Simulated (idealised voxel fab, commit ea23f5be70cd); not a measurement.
Name of the process module below: voxel ribs on slabs
The cross-section on display is named cut; it measures 165 nm wide, and its cells are 5 nm squares.
Cross-section = grid of square cells, listed top down in bands; band = one or more rows. Look at the band entry: it leads with the top's height and the bottom's height in nm. Then it lists the materials left to right, with a width in nm for each. The word "full width" on a single material says that material fills the band edge to edge. The word "air" is empty space. Beneath 0, the wafer as received is one material, and that level is where height counting begins. The lowest band goes on downward without a bottom; it is written like "0 nm and below". The width entry "30->40" should be interpreted row by row: the top row of cells in the band takes the first number, the bottom row takes the second number, and the change between adjacent rows is uniform throughout. "no alterations made" means the step left every cell of the cross-section as it was. "Closed empty spaces" - sealed voids, min. 8 cells, no opening to top; format: width x height at distance (distance from left edge; nm throughout). Post-settings text on a step line: simulator's own remark regarding the step. For masked steps, "overlay nm" on the step line gives how far right of plan the mask actually lay; a minus sign means it lay to the left.
**Process steps (planned)**
| 1 | RECEIVE | material Si |
| 2 | DIRECTIONAL_DEP | material SiO2 | thk nm 25 |
| 3 | DIRECTIONAL_DEP | material SiN | thk nm 15 |
| 4 | DIRECTIONAL_DEP | material aC | thk nm 10 |
| 5 | PATTERN | tone cover | mask id RIB | material resist | width nm 25 | thk nm 25 | overlay nm 0 |
| 6 | DIRECTIONAL_ETCH | etch materials aC | depth nm 10 |
| 7 | STRIP | etch materials resist |
| 8 | DIRECTIONAL_ETCH | etch materials SiN | depth nm 10 |
| 9 | STRIP | etch materials aC |
| 10 | PATTERN | tone cover | mask id SLAB | material resist | width nm 55 | thk nm 15 | overlay nm 0 |
| 11 | DIRECTIONAL_ETCH | etch materials SiN | depth nm 5 |
| 12 | STRIP | etch materials resist |
| 13 | FILL_DEP | material SiO2 | thk nm 25 |
| 14 | CMP | height nm 55 |
| 15 | DIRECTIONAL_DEP | material W | thk nm 10 |
| 16 | DIRECTIONAL_DEP | material aC | thk nm 10 |
| 17 | PATTERN | tone cover | mask id HEATER | material resist | width nm 35 | thk nm 25 | overlay nm 0 |
| 18 | DIRECTIONAL_ETCH | etch materials aC | depth nm 10 |
| 19 | STRIP | etch materials resist |
| 20 | DIRECTIONAL_ETCH | etch materials W | depth nm 10 |
| 21 | STRIP | etch materials aC |
| 22 | CONFORMAL_DEP | material SiO2 | thk nm 5 |
**first wafer, as planned**
**Wafer as received: cross-section following step 1**
	0 nm and below | Si full width
	Closed empty spaces: none
**Step 2 complete: cross-section through the wafer**
	25 nm to 0 nm | SiO2 full width
	Below 0 it's all the same as before, nothing changed down there.
**Step 3 complete: cross-section through the wafer**
	40 nm to 25 nm | SiN full width
	Below 25 it's all the same as before, nothing changed down there.
**Step 4 complete: cross-section through the wafer**
	50 nm to 40 nm | aC full width
	Below 40 it's all the same as before, nothing changed down there.
**Step 5 complete: cross-section through the wafer**
	75 nm to 50 nm | air=70, then resist=25, then air=70
	Below 50 it's all the same as before, nothing changed down there.
**Step 6 complete: cross-section through the wafer**
	65 nm to 50 nm | air=70, then resist=25, then air=70
	50 nm to 40 nm | air=70, then aC=25, then air=70
	Below 40 it's all the same as before, nothing changed down there.
**Step 7 complete: cross-section through the wafer**
	50 nm to 40 nm | air=70, then aC=25, then air=70
	Below 40 it's all the same as before, nothing changed down there.
**Step 8 complete: cross-section through the wafer**
	50 nm to 40 nm | air=70, then aC=25, then air=70
	40 nm to 30 nm | air=70, then SiN=25, then air=70
	Below 30 it's all the same as before, nothing changed down there.
**Step 9 complete: cross-section through the wafer**
	40 nm to 30 nm | air=70, then SiN=25, then air=70
	Below 30 it's all the same as before, nothing changed down there.
**Step 10 complete: cross-section through the wafer**
	55 nm to 40 nm | air=55, then resist=55, then air=55
	40 nm to 30 nm | air=55, then resist=15, then SiN=25, then resist=15, then air=55
	Below 30 it's all the same as before, nothing changed down there.
**Step 11 complete: cross-section through the wafer**
	55 nm to 40 nm | air=55, then resist=55, then air=55
	40 nm to 30 nm | air=55, then resist=15, then SiN=25, then resist=15, then air=55
	30 nm to 25 nm | air=55, then SiN=55, then air=55
	Below 25 it's all the same as before, nothing changed down there.
**Step 12 complete: cross-section through the wafer**
	40 nm to 30 nm | air=70, then SiN=25, then air=70
	Below 30 it's all the same as before, nothing changed down there.
**Step 13 complete: cross-section through the wafer**
	65 nm to 40 nm | SiO2 full width
	40 nm to 30 nm | SiO2=70, then SiN=25, then SiO2=70
	30 nm to 25 nm | SiO2=55, then SiN=55, then SiO2=55
	Below 25 it's all the same as before, nothing changed down there.
**Step 14 complete: cross-section through the wafer**
	55 nm to 40 nm | SiO2 full width
	Below 40 it's all the same as before, nothing changed down there.
**Step 15 complete: cross-section through the wafer**
	65 nm to 55 nm | W full width
	Below 55 it's all the same as before, nothing changed down there.
**Step 16 complete: cross-section through the wafer**
	75 nm to 65 nm | aC full width
	Below 65 it's all the same as before, nothing changed down there.
**Step 17 complete: cross-section through the wafer**
	100 nm to 75 nm | air=65, then resist=35, then air=65
	Below 75 it's all the same as before, nothing changed down there.
**Step 18 complete: cross-section through the wafer**
	90 nm to 75 nm | air=65, then resist=35, then air=65
	75 nm to 65 nm | air=65, then aC=35, then air=65
	Below 65 it's all the same as before, nothing changed down there.
**Step 19 complete: cross-section through the wafer**
	75 nm to 65 nm | air=65, then aC=35, then air=65
	Below 65 it's all the same as before, nothing changed down there.
**Step 20 complete: cross-section through the wafer**
	75 nm to 65 nm | air=65, then aC=35, then air=65
	65 nm to 55 nm | air=65, then W=35, then air=65
	Below 55 it's all the same as before, nothing changed down there.
**Step 21 complete: cross-section through the wafer**
	65 nm to 55 nm | air=65, then W=35, then air=65
	Below 55 it's all the same as before, nothing changed down there.
**Step 22 complete: cross-section through the wafer**
	70 nm to 65 nm | air=60, then SiO2=45, then air=60
	65 nm to 60 nm | air=60, then SiO2=5, then W=35, then SiO2=5, then air=60
	60 nm to 55 nm | SiO2=65, then W=35, then SiO2=65
	Below 55 it's all the same as before, nothing changed down there.
**Second wafer, same starting conditions and recipe as the first, one mistake in executing it, nothing differs from the first up to and including step 9**
**What the second wafer looks like in cross-section when step 10 should have wrapped up**
	55 nm to 40 nm | air=50, then resist=55, then air=60
	40 nm to 30 nm | air=50, then resist=20, then SiN=25, then resist=10, then air=60
	Below 30 it's all the same as before, nothing changed down there.
**What the second wafer looks like in cross-section when step 11 should have wrapped up**
	55 nm to 40 nm | air=50, then resist=55, then air=60
	40 nm to 30 nm | air=50, then resist=20, then SiN=25, then resist=10, then air=60
	30 nm to 25 nm | air=50, then SiN=55, then air=60
	Below 25 it's all the same as before, nothing changed down there.
**What the second wafer looks like in cross-section when step 12 should have wrapped up**
	40 nm to 30 nm | air=70, then SiN=25, then air=70
	Below 30 it's all the same as before, nothing changed down there.
**What the second wafer looks like in cross-section when step 13 should have wrapped up**
	65 nm to 40 nm | SiO2 full width
	40 nm to 30 nm | SiO2=70, then SiN=25, then SiO2=70
	30 nm to 25 nm | SiO2=50, then SiN=55, then SiO2=60
	Below 25 it's all the same as before, nothing changed down there.
**What the second wafer looks like in cross-section when step 14 should have wrapped up**
	55 nm to 40 nm | SiO2 full width
	Below 40 it's all the same as before, nothing changed down there.
**What the second wafer looks like in cross-section when step 15 should have wrapped up**
	65 nm to 55 nm | W full width
	Below 55 it's all the same as before, nothing changed down there.
**What the second wafer looks like in cross-section when step 16 should have wrapped up**
	75 nm to 65 nm | aC full width
	Below 65 it's all the same as before, nothing changed down there.
**What the second wafer looks like in cross-section when step 17 should have wrapped up**
	100 nm to 75 nm | air=65, then resist=35, then air=65
	Below 75 it's all the same as before, nothing changed down there.
**What the second wafer looks like in cross-section when step 18 should have wrapped up**
	90 nm to 75 nm | air=65, then resist=35, then air=65
	75 nm to 65 nm | air=65, then aC=35, then air=65
	Below 65 it's all the same as before, nothing changed down there.
**What the second wafer looks like in cross-section when step 19 should have wrapped up**
	75 nm to 65 nm | air=65, then aC=35, then air=65
	Below 65 it's all the same as before, nothing changed down there.
**What the second wafer looks like in cross-section when step 20 should have wrapped up**
	75 nm to 65 nm | air=65, then aC=35, then air=65
	65 nm to 55 nm | air=65, then W=35, then air=65
	Below 55 it's all the same as before, nothing changed down there.
**What the second wafer looks like in cross-section when step 21 should have wrapped up**
	65 nm to 55 nm | air=65, then W=35, then air=65
	Below 55 it's all the same as before, nothing changed down there.
**What the second wafer looks like in cross-section when step 22 should have wrapped up**
	70 nm to 65 nm | air=60, then SiO2=45, then air=60
	65 nm to 60 nm | air=60, then SiO2=5, then W=35, then SiO2=5, then air=60
	60 nm to 55 nm | SiO2=65, then W=35, then SiO2=65
	Below 55 it's all the same as before, nothing changed down there.
What was done differently from what was planned? planned and actual differ for step 10; actual: PATTERN | tone cover | mask id SLAB | material resist | width nm 55 | thk nm 15 | overlay nm -5
Comparing end states, the material composition by cell count is preserved from the first wafer to the second, while the locations of the cells are not.
